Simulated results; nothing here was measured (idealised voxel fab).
Proc. module: voxel ribs on slabs
The cross-section on display is named cut; it measures 215 nm wide, and its cells are 5 nm squares.
When this document writes out a cross-section, it uses a grid of square cells and lists it as bands, beginning at the top and moving down, with a band standing for one or more rows of cells. First you get the band's top height and its bottom height, in nm, and then the materials it's made of, left to right, with each width in nm. If you see a single material with "everywhere", that one covers the band edge to edge. "air" is empty space. Heights are expressed relative to 0, this being the level below which the as-received wafer comprises one material exclusively. The lowest band is unbounded in the downward direction and is denoted as in "0 -> down". It should be noted that a width expressed as "30..40" varies in equal increments from row to row of cells within the band, taking the value of the first number at the top row and that of the second number at the bottom row. Where a step carries "no alteration", the cross-section came out of it unchanged, cell for cell. If an empty space has no open way to the top and is at least 8 cells in size, "Trapped cavities" lists it, written width x height at distance, where distance is measured from the left edge and every value is in nm. It should be noted that, on the line of a given step, the content following the step's settings is a remark produced by the simulator itself with respect to that step. overlay nm, on a step with a mask: how far to the right of its planned place the mask lay; to the left if negative.

# So here's the lineup of process steps we planned
| 1 | RECEIVE, material Si |
| 2 | DIRECTIONAL_DEP, material SiO2, thk nm 25 |
| 3 | DIRECTIONAL_DEP, material SiN, thk nm 15 |
| 4 | PATTERN, tone cover, mask id RIB, material resist, width nm 25, thk nm 15, overlay nm 0 |
| 5 | DIRECTIONAL_ETCH, etch materials SiN, depth nm 5 |
| 6 | STRIP, etch materials resist |
| 7 | PATTERN, tone cover, mask id SLAB, material resist, width nm 55, thk nm 15, overlay nm 0 |
| 8 | DIRECTIONAL_ETCH, etch materials SiN, depth nm 10 |
| 9 | STRIP, etch materials resist |
| 10 | FILL_DEP, material SiO2, thk nm 25 |
| 11 | CMP, height nm 60 |
| 12 | DIRECTIONAL_DEP, material TiN, thk nm 10 |
| 13 | DIRECTIONAL_DEP, material aC, thk nm 15 |
| 14 | PATTERN, tone cover, mask id HEATER, material resist, width nm 35, thk nm 35, overlay nm 0 |
| 15 | DIRECTIONAL_ETCH, etch materials aC, depth nm 15 |
| 16 | STRIP, etch materials resist |
| 17 | DIRECTIONAL_ETCH, etch materials TiN, depth nm 10 |
| 18 | STRIP, etch materials aC |
| 19 | CONFORMAL_DEP, material SiO2, thk nm 10 |

# So this is the incoming wafer in cross-section - it's already been through step 1
0 -> down = Si everywhere
Trapped cavities: none

# Figure: cross-sectional view of the wafer upon completion of the module, processed from the initial state and according to the plan depicted above, with one error introduced during execution
95 -> 70 = SiO2 everywhere
70 -> 60 = TiN everywhere
60 -> 40 = SiO2 everywhere
40 -> 35 = SiO2 95 nm, SiN 25 nm, SiO2 95 nm
35 -> 25 = SiO2 80 nm, SiN 55 nm, SiO2 80 nm
25 -> 0 = SiO2 everywhere
0 -> down = Si everywhere
Trapped cavities: none
Diagnosis: step 13 was run on a setting that differed from the plan, and what really ran there is DIRECTIONAL_DEP, material SiO2, thk nm 15
